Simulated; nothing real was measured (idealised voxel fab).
A process module follows: voxel tone inversion.
cross-section cut | 295 nm wide | cells 5 nm
We lay out every cross-section as a grid of square cells and spell it out in bands from the top down, where one band means one or more rows of cells. First you get the band's top height and its bottom height, in nm, and then the materials it's made of, left to right, with each width in nm. If you see a single material with "everywhere", that one covers the band edge to edge. "blank" is empty space. All heights in this document are referenced to 0, defined as the level beneath which the wafer, as received, consists entirely of one material. The lowest band is not bounded below; it extends indefinitely downward and is written in the form "top 0, no bottom". The width entry "30->40" should be interpreted row by row: the top row of cells in the band takes the first number, the bottom row takes the second number, and the change between adjacent rows is uniform throughout. Given "remained the same" for a step, no cell of the cross-section differs between before and after that step. In the "Internal closed voids" entry, you get each enclosed empty space of 8 cells or more, one with no open way to the top, written width x height at distance, distance from the left edge, in nm. On each step's line, the part that comes after the settings is the simulator's own comment on the step. "overlay nm" answers the question of how far to the right of plan the mask lay on a step that has a mask, and when it is negative the answer is to the left. Reading key. Pairs: pre-step and post-step cross-section, one process step apart; post-step view only to lowest changed band. Step between + settings: beneath pair. Runs: pairs may be from different runs of this module, same starting wafer. Continuation from pair above: only where "Pre-step geometry" entry says.
Pre-step geometry
* top 0, no bottom = Si everywhere
* Internal closed voids: none
Post-Step Section View
* top 10, bottom 0 = SiCN everywhere
* At heights below 0, the structure remains unaltered.
* Internal closed voids: none
Process step (between the before and after cross-sections above): CONFORMAL_DEP with material SiCN, thk nm 10
Pre-step geometry: no separate figure, the pair right above already shows it after its step.
Post-Step Section View
* top 35, bottom 10 = polySi everywhere
* At heights below 10, the structure remains unaltered.
* Internal closed voids: none
Process step (between the before and after cross-sections above): DIRECTIONAL_DEP with material polySi, thk nm 25
Pre-step geometry: no separate figure, the pair right above already shows it after its step.
Post-Step Section View
* top 70, bottom 35 = blank 65 nm; resist 25 nm; blank 20 nm; resist 25 nm; blank 20 nm; resist 25 nm; blank 20 nm; resist 25 nm; blank 70 nm
* At heights below 35, the structure remains unaltered.
* Internal closed voids: none
Process step (between the before and after cross-sections above): PATTERN with tone cover, mask id POSTS, material resist, width nm 25, pitch nm 45, thk nm 35, overlay nm 0
Pre-step geometry: no separate figure, the pair right above already shows it after its step.
Post-Step Section View
* top 70, bottom 35 = blank 65 nm; resist 25 nm; blank 20 nm; resist 25 nm; blank 20 nm; resist 25 nm; blank 20 nm; resist 25 nm; blank 70 nm
* top 35, bottom 10 = blank 65 nm; polySi 25 nm; blank 20 nm; polySi 25 nm; blank 20 nm; polySi 25 nm; blank 20 nm; polySi 25 nm; blank 70 nm
* At heights below 10, the structure remains unaltered.
* Internal closed voids: none
Process step (between the before and after cross-sections above): DIRECTIONAL_ETCH with etch materials polySi, depth nm 25
Pre-step geometry: no separate figure, the pair right above already shows it after its step.
Post-Step Section View
* top 35, bottom 10 = blank 65 nm; polySi 25 nm; blank 20 nm; polySi 25 nm; blank 20 nm; polySi 25 nm; blank 20 nm; polySi 25 nm; blank 70 nm
* At heights below 10, the structure remains unaltered.
* Internal closed voids: none
Process step (between the before and after cross-sections above): STRIP with etch materials resist
Pre-step geometry: no separate figure, the pair right above already shows it after its step.
Post-Step Section View
* top 40, bottom 35 = lowk everywhere
* top 35, bottom 10 = lowk 65 nm; polySi 25 nm; lowk 20 nm; polySi 25 nm; lowk 20 nm; polySi 25 nm; lowk 20 nm; polySi 25 nm; lowk 70 nm
* At heights below 10, the structure remains unaltered.
* Internal closed voids: none
Process step (between the before and after cross-sections above): FILL_DEP with material lowk, thk nm 5
Pre-step geometry: no separate figure, the pair right above already shows it after its step.
Post-Step Section View
* top 35, bottom 10 = lowk 65 nm; polySi 25 nm; lowk 20 nm; polySi 25 nm; lowk 20 nm; polySi 25 nm; lowk 20 nm; polySi 25 nm; lowk 70 nm
* At heights below 10, the structure remains unaltered.
* Internal closed voids: none
Process step (between the before and after cross-sections above): CMP with height nm 35
Pre-step geometry: no separate figure, the pair right above already shows it after its step.
Post-Step Section View
* top 35, bottom 10 = lowk 65 nm; blank 25 nm; lowk 20 nm; blank 25 nm; lowk 20 nm; blank 25 nm; lowk 20 nm; blank 25 nm; lowk 70 nm
* At heights below 10, the structure remains unaltered.
* Internal closed voids: none
Process step (between the before and after cross-sections above): STRIP with etch materials polySi
Pre-step geometry: no separate figure, the pair right above already shows it after its step.
Post-Step Section View
* top 40, bottom 35 = TiN 70 nm; blank 15 nm; TiN 30 nm; blank 15 nm; TiN 30 nm; blank 15 nm; TiN 30 nm; blank 15 nm; TiN 75 nm
* top 35, bottom 15 = lowk 65 nm; TiN 5 nm; blank 15 nm; TiN 5 nm; lowk 20 nm; TiN 5 nm; blank 15 nm; TiN 5 nm; lowk 20 nm; TiN 5 nm; blank 15 nm; TiN 5 nm; lowk 20 nm; TiN 5 nm; blank 15 nm; TiN 5 nm; lowk 70 nm
* top 15, bottom 10 = lowk 65 nm; TiN 25 nm; lowk 20 nm; TiN 25 nm; lowk 20 nm; TiN 25 nm; lowk 20 nm; TiN 25 nm; lowk 70 nm
* At heights below 10, the structure remains unaltered.
* Internal closed voids: none
Process step (between the before and after cross-sections above): CONFORMAL_DEP with material TiN, thk nm 5
Pre-step geometry: no separate figure, the pair right above already shows it after its step.
Post-Step Section View
* top 45, bottom 40 = Cu everywhere
* top 40, bottom 35 = TiN 70 nm; Cu 15 nm; TiN 30 nm; Cu 15 nm; TiN 30 nm; Cu 15 nm; TiN 30 nm; Cu 15 nm; TiN 75 nm
* top 35, bottom 15 = lowk 65 nm; TiN 5 nm; Cu 15 nm; TiN 5 nm; lowk 20 nm; TiN 5 nm; Cu 15 nm; TiN 5 nm; lowk 20 nm; TiN 5 nm; Cu 15 nm; TiN 5 nm; lowk 20 nm; TiN 5 nm; Cu 15 nm; TiN 5 nm; lowk 70 nm
* At heights below 15, the structure remains unaltered.
* Internal closed voids: none
Process step (between the before and after cross-sections above): FILL_DEP with material Cu, thk nm 5
Pre-step geometry: no separate figure, the pair right above already shows it after its step.
Post-Step Section View
* top 35, bottom 15 = lowk 65 nm; TiN 5 nm; Cu 15 nm; TiN 5 nm; lowk 20 nm; TiN 5 nm; Cu 15 nm; TiN 5 nm; lowk 20 nm; TiN 5 nm; Cu 15 nm; TiN 5 nm; lowk 20 nm; TiN 5 nm; Cu 15 nm; TiN 5 nm; lowk 70 nm
* At heights below 15, the structure remains unaltered.
* Internal closed voids: none
Process step (between the before and after cross-sections above): CMP with height nm 35
Pre-step geometry: no separate figure, the pair right above already shows it after its step.
Post-Step Section View
* top 40, bottom 35 = SiCN everywhere
* At heights below 35, the structure remains unaltered.
* Internal closed voids: none
Process step (between the before and after cross-sections above): CONFORMAL_DEP with material SiCN, thk nm 5
Pre-step geometry
* top 0, no bottom = Si everywhere
* Internal closed voids: none
Post-Step Section View
* top 25, bottom 0 = polySi everywhere
* At heights below 0, the structure remains unaltered.
* Internal closed voids: none
Process step (between the before and after cross-sections above): DIRECTIONAL_DEP with material polySi, thk nm 25
Pre-step geometry: no separate figure, the pair right above already shows it after its step.
Post-Step Section View
* top 35, bottom 25 = SiCN everywhere
* At heights below 25, the structure remains unaltered.
* Internal closed voids: none
Process step (between the before and after cross-sections above): CONFORMAL_DEP with material SiCN, thk nm 10
Pre-step geometry: no separate figure, the pair right above already shows it after its step.
Post-Step Section View
* top 70, bottom 35 = blank 65 nm; resist 25 nm; blank 20 nm; resist 25 nm; blank 20 nm; resist 25 nm; blank 20 nm; resist 25 nm; blank 70 nm
* At heights below 35, the structure remains unaltered.
* Internal closed voids: none
Process step (between the before and after cross-sections above): PATTERN with tone cover, mask id POSTS, material resist, width nm 25, pitch nm 45, thk nm 35, overlay nm 0
Pre-step geometry: no separate figure, the pair right above already shows it after its step.
Post-Step Section View
* top 35, bottom 25 = SiCN everywhere
* At heights below 25, the structure remains unaltered.
* Internal closed voids: none
Process step (between the before and after cross-sections above): STRIP with etch materials resist
Pre-step geometry: no separate figure, the pair right above already shows it after its step.
Post-Step Section View
* top 40, bottom 35 = lowk everywhere
* At heights below 35, the structure remains unaltered.
* Internal closed voids: none
Process step (between the before and after cross-sections above): FILL_DEP with material lowk, thk nm 5
Pre-step geometry: no separate figure, the pair right above already shows it after its step.
Post-Step Section View
* top 35, bottom 25 = SiCN everywhere
* At heights below 25, the structure remains unaltered.
* Internal closed voids: none
Process step (between the before and after cross-sections above): CMP with height nm 35
Pre-step geometry: no separate figure, the pair right above already shows it after its step.
Post-Step Section View
* top 40, bottom 35 = TiN everywhere
* At heights below 35, the structure remains unaltered.
* Internal closed voids: none
Process step (between the before and after cross-sections above): CONFORMAL_DEP with material TiN, thk nm 5
Pre-step geometry: no separate figure, the pair right above already shows it after its step.
Post-Step Section View
* top 45, bottom 40 = Cu everywhere
* At heights below 40, the structure remains unaltered.
* Internal closed voids: none
Process step (between the before and after cross-sections above): FILL_DEP with material Cu, thk nm 5
Pre-step geometry: no separate figure, the pair right above already shows it after its step.
Post-Step Section View
* top 35, bottom 25 = SiCN everywhere
* At heights below 25, the structure remains unaltered.
* Internal closed voids: none
Process step (between the before and after cross-sections above): CMP with height nm 35
Pre-step geometry: no separate figure, the pair right above already shows it after its step.
Post-Step Section View
* top 40, bottom 25 = SiCN everywhere
* At heights below 25, the structure remains unaltered.
* Internal closed voids: none
Process step (between the before and after cross-sections above): CONFORMAL_DEP with material SiCN, thk nm 5
Pre-step geometry
* top 45, bottom 40 = Cu everywhere
* top 40, bottom 35 = TiN 70 nm; Cu 15 nm; TiN 30 nm; Cu 15 nm; TiN 30 nm; Cu 15 nm; TiN 30 nm; Cu 15 nm; TiN 75 nm
* top 35, bottom 15 = lowk 65 nm; TiN 5 nm; Cu 15 nm; TiN 5 nm; lowk 20 nm; TiN 5 nm; Cu 15 nm; TiN 5 nm; lowk 20 nm; TiN 5 nm; Cu 15 nm; TiN 5 nm; lowk 20 nm; TiN 5 nm; Cu 15 nm; TiN 5 nm; lowk 70 nm
* top 15, bottom 10 = lowk 65 nm; TiN 25 nm; lowk 20 nm; TiN 25 nm; lowk 20 nm; TiN 25 nm; lowk 20 nm; TiN 25 nm; lowk 70 nm
* top 10, bottom 0 = SiCN everywhere
* top 0, no bottom = Si everywhere
* Internal closed voids: none
Post-Step Section View
* top 40, bottom 35 = TiN 70 nm; Cu 15 nm; TiN 30 nm; Cu 15 nm; TiN 30 nm; Cu 15 nm; TiN 30 nm; Cu 15 nm; TiN 75 nm
* At heights below 35, the structure remains unaltered.
* Internal closed voids: none
Process step (between the before and after cross-sections above): CMP with height nm 40
Pre-step geometry: no separate figure, the pair right above already shows it after its step.
Post-Step Section View
* top 45, bottom 40 = SiCN everywhere
* At heights below 40, the structure remains unaltered.
* Internal closed voids: none
Process step (between the before and after cross-sections above): CONFORMAL_DEP with material SiCN, thk nm 5
Pre-step geometry
* top 35, bottom 10 = polySi everywhere
* top 10, bottom 0 = SiCN everywhere
* top 0, no bottom = Si everywhere
* Internal closed voids: none
Post-Step Section View
* top 70, bottom 35 = blank 70 nm; resist 15 nm; blank 30 nm; resist 15 nm; blank 30 nm; resist 15 nm; blank 30 nm; resist 15 nm; blank 75 nm
* At heights below 35, the structure remains unaltered.
* Internal closed voids: none
Process step (between the before and after cross-sections above): PATTERN with tone cover, mask id POSTS, material resist, width nm 15, pitch nm 45, thk nm 35, overlay nm 0
Pre-step geometry: no separate figure, the pair right above already shows it after its step.
Post-Step Section View
* top 70, bottom 35 = blank 70 nm; resist 15 nm; blank 30 nm; resist 15 nm; blank 30 nm; resist 15 nm; blank 30 nm; resist 15 nm; blank 75 nm
* top 35, bottom 10 = blank 70 nm; polySi 15 nm; blank 30 nm; polySi 15 nm; blank 30 nm; polySi 15 nm; blank 30 nm; polySi 15 nm; blank 75 nm
* At heights below 10, the structure remains unaltered.
* Internal closed voids: none
Process step (between the before and after cross-sections above): DIRECTIONAL_ETCH with etch materials polySi, depth nm 25
Pre-step geometry: no separate figure, the pair right above already shows it after its step.
Post-Step Section View
* top 35, bottom 10 = blank 70 nm; polySi 15 nm; blank 30 nm; polySi 15 nm; blank 30 nm; polySi 15 nm; blank 30 nm; polySi 15 nm; blank 75 nm
* At heights below 10, the structure remains unaltered.
* Internal closed voids: none
Process step (between the before and after cross-sections above): STRIP with etch materials resist
Pre-step geometry: no separate figure, the pair right above already shows it after its step.
Post-Step Section View
* top 40, bottom 35 = lowk everywhere
* top 35, bottom 10 = lowk 70 nm; polySi 15 nm; lowk 30 nm; polySi 15 nm; lowk 30 nm; polySi 15 nm; lowk 30 nm; polySi 15 nm; lowk 75 nm
* At heights below 10, the structure remains unaltered.
* Internal closed voids: none
Process step (between the before and after cross-sections above): FILL_DEP with material lowk, thk nm 5
Pre-step geometry: no separate figure, the pair right above already shows it after its step.
Post-Step Section View
* top 35, bottom 10 = lowk 70 nm; polySi 15 nm; lowk 30 nm; polySi 15 nm; lowk 30 nm; polySi 15 nm; lowk 30 nm; polySi 15 nm; lowk 75 nm
* At heights below 10, the structure remains unaltered.
* Internal closed voids: none
Process step (between the before and after cross-sections above): CMP with height nm 35
Pre-step geometry: no separate figure, the pair right above already shows it after its step.
Post-Step Section View
* top 35, bottom 10 = lowk 70 nm; blank 15 nm; lowk 30 nm; blank 15 nm; lowk 30 nm; blank 15 nm; lowk 30 nm; blank 15 nm; lowk 75 nm
* At heights below 10, the structure remains unaltered.
* Internal closed voids: none
Process step (between the before and after cross-sections above): STRIP with etch materials polySi
Pre-step geometry: no separate figure, the pair right above already shows it after its step.
Post-Step Section View
* top 40, bottom 35 = TiN 75 nm; blank 5 nm; TiN 40 nm; blank 5 nm; TiN 40 nm; blank 5 nm; TiN 40 nm; blank 5 nm; TiN 80 nm
* top 35, bottom 15 = lowk 70 nm; TiN 5 nm; blank 5 nm; TiN 5 nm; lowk 30 nm; TiN 5 nm; blank 5 nm; TiN 5 nm; lowk 30 nm; TiN 5 nm; blank 5 nm; TiN 5 nm; lowk 30 nm; TiN 5 nm; blank 5 nm; TiN 5 nm; lowk 75 nm
* top 15, bottom 10 = lowk 70 nm; TiN 15 nm; lowk 30 nm; TiN 15 nm; lowk 30 nm; TiN 15 nm; lowk 30 nm; TiN 15 nm; lowk 75 nm
* At heights below 10, the structure remains unaltered.
* Internal closed voids: none
Process step (between the before and after cross-sections above): CONFORMAL_DEP with material TiN, thk nm 5
Pre-step geometry: no separate figure, the pair right above already shows it after its step.
Post-Step Section View
* top 45, bottom 40 = Cu everywhere
* top 40, bottom 35 = TiN 75 nm; Cu 5 nm; TiN 40 nm; Cu 5 nm; TiN 40 nm; Cu 5 nm; TiN 40 nm; Cu 5 nm; TiN 80 nm
* top 35, bottom 15 = lowk 70 nm; TiN 5 nm; Cu 5 nm; TiN 5 nm; lowk 30 nm; TiN 5 nm; Cu 5 nm; TiN 5 nm; lowk 30 nm; TiN 5 nm; Cu 5 nm; TiN 5 nm; lowk 30 nm; TiN 5 nm; Cu 5 nm; TiN 5 nm; lowk 75 nm
* At heights below 15, the structure remains unaltered.
* Internal closed voids: none
Process step (between the before and after cross-sections above): FILL_DEP with material Cu, thk nm 5
Pre-step geometry: no separate figure, the pair right above already shows it after its step.
Post-Step Section View
* top 35, bottom 15 = lowk 70 nm; TiN 5 nm; Cu 5 nm; TiN 5 nm; lowk 30 nm; TiN 5 nm; Cu 5 nm; TiN 5 nm; lowk 30 nm; TiN 5 nm; Cu 5 nm; TiN 5 nm; lowk 30 nm; TiN 5 nm; Cu 5 nm; TiN 5 nm; lowk 75 nm
* At heights below 15, the structure remains unaltered.
* Internal closed voids: none
Process step (between the before and after cross-sections above): CMP with height nm 35
Pre-step geometry: no separate figure, the pair right above already shows it after its step.
Post-Step Section View
* top 40, bottom 35 = SiCN everywhere
* At heights below 35, the structure remains unaltered.
* Internal closed voids: none
Process step (between the before and after cross-sections above): CONFORMAL_DEP with material SiCN, thk nm 5
Pre-step geometry
* top 35, bottom 10 = polySi everywhere
* top 10, bottom 0 = SiCN everywhere
* top 0, no bottom = Si everywhere
* Internal closed voids: none
Post-Step Section View
* top 70, bottom 35 = blank 55 nm; resist 25 nm; blank 20 nm; resist 25 nm; blank 20 nm; resist 25 nm; blank 20 nm; resist 25 nm; blank 80 nm
* At heights below 35, the structure remains unaltered.
* Internal closed voids: none
Process step (between the before and after cross-sections above): PATTERN with tone cover, mask id POSTS, material resist, width nm 25, pitch nm 45, thk nm 35, overlay nm -10
Pre-step geometry: no separate figure, the pair right above already shows it after its step.
Post-Step Section View
* top 70, bottom 35 = blank 55 nm; resist 25 nm; blank 20 nm; resist 25 nm; blank 20 nm; resist 25 nm; blank 20 nm; resist 25 nm; blank 80 nm
* top 35, bottom 10 = blank 55 nm; polySi 25 nm; blank 20 nm; polySi 25 nm; blank 20 nm; polySi 25 nm; blank 20 nm; polySi 25 nm; blank 80 nm
* At heights below 10, the structure remains unaltered.
* Internal closed voids: none
Process step (between the before and after cross-sections above): DIRECTIONAL_ETCH with etch materials polySi, depth nm 25
Pre-step geometry: no separate figure, the pair right above already shows it after its step.
Post-Step Section View
* top 35, bottom 10 = blank 55 nm; polySi 25 nm; blank 20 nm; polySi 25 nm; blank 20 nm; polySi 25 nm; blank 20 nm; polySi 25 nm; blank 80 nm
* At heights below 10, the structure remains unaltered.
* Internal closed voids: none
Process step (between the before and after cross-sections above): STRIP with etch materials resist
Pre-step geometry: no separate figure, the pair right above already shows it after its step.
Post-Step Section View
* top 40, bottom 35 = lowk everywhere
* top 35, bottom 10 = lowk 55 nm; polySi 25 nm; lowk 20 nm; polySi 25 nm; lowk 20 nm; polySi 25 nm; lowk 20 nm; polySi 25 nm; lowk 80 nm
* At heights below 10, the structure remains unaltered.
* Internal closed voids: none
Process step (between the before and after cross-sections above): FILL_DEP with material lowk, thk nm 5
Pre-step geometry: no separate figure, the pair right above already shows it after its step.
Post-Step Section View
* top 35, bottom 10 = lowk 55 nm; polySi 25 nm; lowk 20 nm; polySi 25 nm; lowk 20 nm; polySi 25 nm; lowk 20 nm; polySi 25 nm; lowk 80 nm
* At heights below 10, the structure remains unaltered.
* Internal closed voids: none
Process step (between the before and after cross-sections above): CMP with height nm 35
Pre-step geometry: no separate figure, the pair right above already shows it after its step.
Post-Step Section View
* top 35, bottom 10 = lowk 55 nm; blank 25 nm; lowk 20 nm; blank 25 nm; lowk 20 nm; blank 25 nm; lowk 20 nm; blank 25 nm; lowk 80 nm
* At heights below 10, the structure remains unaltered.
* Internal closed voids: none
Process step (between the before and after cross-sections above): STRIP with etch materials polySi
Pre-step geometry: no separate figure, the pair right above already shows it after its step.
Post-Step Section View
* top 40, bottom 35 = TiN 60 nm; blank 15 nm; TiN 30 nm; blank 15 nm; TiN 30 nm; blank 15 nm; TiN 30 nm; blank 15 nm; TiN 85 nm
* top 35, bottom 15 = lowk 55 nm; TiN 5 nm; blank 15 nm; TiN 5 nm; lowk 20 nm; TiN 5 nm; blank 15 nm; TiN 5 nm; lowk 20 nm; TiN 5 nm; blank 15 nm; TiN 5 nm; lowk 20 nm; TiN 5 nm; blank 15 nm; TiN 5 nm; lowk 80 nm
* top 15, bottom 10 = lowk 55 nm; TiN 25 nm; lowk 20 nm; TiN 25 nm; lowk 20 nm; TiN 25 nm; lowk 20 nm; TiN 25 nm; lowk 80 nm
* At heights below 10, the structure remains unaltered.
* Internal closed voids: none
Process step (between the before and after cross-sections above): CONFORMAL_DEP with material TiN, thk nm 5
Pre-step geometry: no separate figure, the pair right above already shows it after its step.
Post-Step Section View
* top 45, bottom 40 = Cu everywhere
* top 40, bottom 35 = TiN 60 nm; Cu 15 nm; TiN 30 nm; Cu 15 nm; TiN 30 nm; Cu 15 nm; TiN 30 nm; Cu 15 nm; TiN 85 nm
* top 35, bottom 15 = lowk 55 nm; TiN 5 nm; Cu 15 nm; TiN 5 nm; lowk 20 nm; TiN 5 nm; Cu 15 nm; TiN 5 nm; lowk 20 nm; TiN 5 nm; Cu 15 nm; TiN 5 nm; lowk 20 nm; TiN 5 nm; Cu 15 nm; TiN 5 nm; lowk 80 nm
* At heights below 15, the structure remains unaltered.
* Internal closed voids: none
Process step (between the before and after cross-sections above): FILL_DEP with material Cu, thk nm 5
Pre-step geometry: no separate figure, the pair right above already shows it after its step.
Post-Step Section View
* top 35, bottom 15 = lowk 55 nm; TiN 5 nm; Cu 15 nm; TiN 5 nm; lowk 20 nm; TiN 5 nm; Cu 15 nm; TiN 5 nm; lowk 20 nm; TiN 5 nm; Cu 15 nm; TiN 5 nm; lowk 20 nm; TiN 5 nm; Cu 15 nm; TiN 5 nm; lowk 80 nm
* At heights below 15, the structure remains unaltered.
* Internal closed voids: none
Process step (between the before and after cross-sections above): CMP with height nm 35
Pre-step geometry: no separate figure, the pair right above already shows it after its step.
Post-Step Section View
* top 40, bottom 35 = SiCN everywhere
* At heights below 35, the structure remains unaltered.
* Internal closed voids: none
Process step (between the before and after cross-sections above): CONFORMAL_DEP with material SiCN, thk nm 5
Pre-step geometry
* top 35, bottom 10 = blank 65 nm; polySi 25 nm; blank 20 nm; polySi 25 nm; blank 20 nm; polySi 25 nm; blank 20 nm; polySi 25 nm; blank 70 nm
* top 10, bottom 0 = SiCN everywhere
* top 0, no bottom = Si everywhere
* Internal closed voids: none
Post-Step Section View
* top 40, bottom 35 = Cu everywhere
* top 35, bottom 10 = Cu 65 nm; polySi 25 nm; Cu 20 nm; polySi 25 nm; Cu 20 nm; polySi 25 nm; Cu 20 nm; polySi 25 nm; Cu 70 nm
* At heights below 10, the structure remains unaltered.
* Internal closed voids: none
Process step (between the before and after cross-sections above): FILL_DEP with material Cu, thk nm 5
Pre-step geometry: no separate figure, the pair right above already shows it after its step.
Post-Step Section View
* top 35, bottom 10 = Cu 65 nm; polySi 25 nm; Cu 20 nm; polySi 25 nm; Cu 20 nm; polySi 25 nm; Cu 20 nm; polySi 25 nm; Cu 70 nm
* At heights below 10, the structure remains unaltered.
* Internal closed voids: none
Process step (between the before and after cross-sections above): CMP with height nm 35
Pre-step geometry: no separate figure, the pair right above already shows it after its step.
Post-Step Section View
* top 35, bottom 10 = Cu 65 nm; blank 25 nm; Cu 20 nm; blank 25 nm; Cu 20 nm; blank 25 nm; Cu 20 nm; blank 25 nm; Cu 70 nm
* At heights below 10, the structure remains unaltered.
* Internal closed voids: none
Process step (between the before and after cross-sections above): STRIP with etch materials polySi
Pre-step geometry: no separate figure, the pair right above already shows it after its step.
Post-Step Section View
* top 40, bottom 35 = TiN 70 nm; blank 15 nm; TiN 30 nm; blank 15 nm; TiN 30 nm; blank 15 nm; TiN 30 nm; blank 15 nm; TiN 75 nm
* top 35, bottom 15 = Cu 65 nm; TiN 5 nm; blank 15 nm; TiN 5 nm; Cu 20 nm; TiN 5 nm; blank 15 nm; TiN 5 nm; Cu 20 nm; TiN 5 nm; blank 15 nm; TiN 5 nm; Cu 20 nm; TiN 5 nm; blank 15 nm; TiN 5 nm; Cu 70 nm
* top 15, bottom 10 = Cu 65 nm; TiN 25 nm; Cu 20 nm; TiN 25 nm; Cu 20 nm; TiN 25 nm; Cu 20 nm; TiN 25 nm; Cu 70 nm
* At heights below 10, the structure remains unaltered.
* Internal closed voids: none
Process step (between the before and after cross-sections above): CONFORMAL_DEP with material TiN, thk nm 5
Pre-step geometry: no separate figure, the pair right above already shows it after its step.
Post-Step Section View
* top 45, bottom 40 = Cu everywhere
* top 40, bottom 35 = TiN 70 nm; Cu 15 nm; TiN 30 nm; Cu 15 nm; TiN 30 nm; Cu 15 nm; TiN 30 nm; Cu 15 nm; TiN 75 nm
* top 35, bottom 15 = Cu 65 nm; TiN 5 nm; Cu 15 nm; TiN 5 nm; Cu 20 nm; TiN 5 nm; Cu 15 nm; TiN 5 nm; Cu 20 nm; TiN 5 nm; Cu 15 nm; TiN 5 nm; Cu 20 nm; TiN 5 nm; Cu 15 nm; TiN 5 nm; Cu 70 nm
* At heights below 15, the structure remains unaltered.
* Internal closed voids: none
Process step (between the before and after cross-sections above): FILL_DEP with material Cu, thk nm 5
Pre-step geometry: no separate figure, the pair right above already shows it after its step.
Post-Step Section View
* top 35, bottom 15 = Cu 65 nm; TiN 5 nm; Cu 15 nm; TiN 5 nm; Cu 20 nm; TiN 5 nm; Cu 15 nm; TiN 5 nm; Cu 20 nm; TiN 5 nm; Cu 15 nm; TiN 5 nm; Cu 20 nm; TiN 5 nm; Cu 15 nm; TiN 5 nm; Cu 70 nm
* At heights below 15, the structure remains unaltered.
* Internal closed voids: none
Process step (between the before and after cross-sections above): CMP with height nm 35
Pre-step geometry: no separate figure, the pair right above already shows it after its step.
Post-Step Section View
* top 40, bottom 35 = SiCN everywhere
* At heights below 35, the structure remains unaltered.
* Internal closed voids: none
Process step (between the before and after cross-sections above): CONFORMAL_DEP with material SiCN, thk nm 5
Pre-step geometry
* top 35, bottom 10 = polySi everywhere
* top 10, bottom 0 = SiCN everywhere
* top 0, no bottom = Si everywhere
* Internal closed voids: none
Post-Step Section View
* top 70, bottom 35 = resist 65 nm; blank 25 nm; resist 20 nm; blank 25 nm; resist 20 nm; blank 25 nm; resist 20 nm; blank 25 nm; resist 70 nm
* At heights below 35, the structure remains unaltered.
* Internal closed voids: none
Process step (between the before and after cross-sections above): PATTERN with tone open, mask id POSTS, material resist, width nm 25, pitch nm 45, thk nm 35, overlay nm 0
Pre-step geometry: no separate figure, the pair right above already shows it after its step.
Post-Step Section View
* top 70, bottom 35 = resist 65 nm; blank 25 nm; resist 20 nm; blank 25 nm; resist 20 nm; blank 25 nm; resist 20 nm; blank 25 nm; resist 70 nm
* top 35, bottom 10 = polySi 65 nm; blank 25 nm; polySi 20 nm; blank 25 nm; polySi 20 nm; blank 25 nm; polySi 20 nm; blank 25 nm; polySi 70 nm
* At heights below 10, the structure remains unaltered.
* Internal closed voids: none
Process step (between the before and after cross-sections above): DIRECTIONAL_ETCH with etch materials polySi, depth nm 25
Pre-step geometry: no separate figure, the pair right above already shows it after its step.
Post-Step Section View
* top 35, bottom 10 = polySi 65 nm; blank 25 nm; polySi 20 nm; blank 25 nm; polySi 20 nm; blank 25 nm; polySi 20 nm; blank 25 nm; polySi 70 nm
* At heights below 10, the structure remains unaltered.
* Internal closed voids: none
Process step (between the before and after cross-sections above): STRIP with etch materials resist
Pre-step geometry: no separate figure, the pair right above already shows it after its step.
Post-Step Section View
* top 40, bottom 35 = lowk everywhere
* top 35, bottom 10 = polySi 65 nm; lowk 25 nm; polySi 20 nm; lowk 25 nm; polySi 20 nm; lowk 25 nm; polySi 20 nm; lowk 25 nm; polySi 70 nm
* At heights below 10, the structure remains unaltered.
* Internal closed voids: none
Process step (between the before and after cross-sections above): FILL_DEP with material lowk, thk nm 5
Pre-step geometry: no separate figure, the pair right above already shows it after its step.
Post-Step Section View
* top 35, bottom 10 = polySi 65 nm; lowk 25 nm; polySi 20 nm; lowk 25 nm; polySi 20 nm; lowk 25 nm; polySi 20 nm; lowk 25 nm; polySi 70 nm
* At heights below 10, the structure remains unaltered.
* Internal closed voids: none
Process step (between the before and after cross-sections above): CMP with height nm 35
Pre-step geometry: no separate figure, the pair right above already shows it after its step.
Post-Step Section View
* top 35, bottom 10 = blank 65 nm; lowk 25 nm; blank 20 nm; lowk 25 nm; blank 20 nm; lowk 25 nm; blank 20 nm; lowk 25 nm; blank 70 nm
* At heights below 10, the structure remains unaltered.
* Internal closed voids: none
Process step (between the before and after cross-sections above): STRIP with etch materials polySi
Pre-step geometry: no separate figure, the pair right above already shows it after its step.
Post-Step Section View
* top 40, bottom 35 = blank 60 nm; TiN 35 nm; blank 10 nm; TiN 35 nm; blank 10 nm; TiN 35 nm; blank 10 nm; TiN 35 nm; blank 65 nm
* top 35, bottom 15 = blank 60 nm; TiN 5 nm; lowk 25 nm; TiN 5 nm; blank 10 nm; TiN 5 nm; lowk 25 nm; TiN 5 nm; blank 10 nm; TiN 5 nm; lowk 25 nm; TiN 5 nm; blank 10 nm; TiN 5 nm; lowk 25 nm; TiN 5 nm; blank 65 nm
* top 15, bottom 10 = TiN 65 nm; lowk 25 nm; TiN 20 nm; lowk 25 nm; TiN 20 nm; lowk 25 nm; TiN 20 nm; lowk 25 nm; TiN 70 nm
* At heights below 10, the structure remains unaltered.
* Internal closed voids: none
Process step (between the before and after cross-sections above): CONFORMAL_DEP with material TiN, thk nm 5
Pre-step geometry: no separate figure, the pair right above already shows it after its step.
Post-Step Section View
* top 45, bottom 40 = Cu everywhere
* top 40, bottom 35 = Cu 60 nm; TiN 35 nm; Cu 10 nm; TiN 35 nm; Cu 10 nm; TiN 35 nm; Cu 10 nm; TiN 35 nm; Cu 65 nm
* top 35, bottom 15 = Cu 60 nm; TiN 5 nm; lowk 25 nm; TiN 5 nm; Cu 10 nm; TiN 5 nm; lowk 25 nm; TiN 5 nm; Cu 10 nm; TiN 5 nm; lowk 25 nm; TiN 5 nm; Cu 10 nm; TiN 5 nm; lowk 25 nm; TiN 5 nm; Cu 65 nm
* At heights below 15, the structure remains unaltered.
* Internal closed voids: none
Process step (between the before and after cross-sections above): FILL_DEP with material Cu, thk nm 5
Pre-step geometry: no separate figure, the pair right above already shows it after its step.
Post-Step Section View
* top 35, bottom 15 = Cu 60 nm; TiN 5 nm; lowk 25 nm; TiN 5 nm; Cu 10 nm; TiN 5 nm; lowk 25 nm; TiN 5 nm; Cu 10 nm; TiN 5 nm; lowk 25 nm; TiN 5 nm; Cu 10 nm; TiN 5 nm; lowk 25 nm; TiN 5 nm; Cu 65 nm
* At heights below 15, the structure remains unaltered.
* Internal closed voids: none
Process step (between the before and after cross-sections above): CMP with height nm 35
Pre-step geometry: no separate figure, the pair right above already shows it after its step.
Post-Step Section View
* top 40, bottom 35 = SiCN everywhere
* At heights below 35, the structure remains unaltered.
* Internal closed voids: none
Process step (between the before and after cross-sections above): CONFORMAL_DEP with material SiCN, thk nm 5
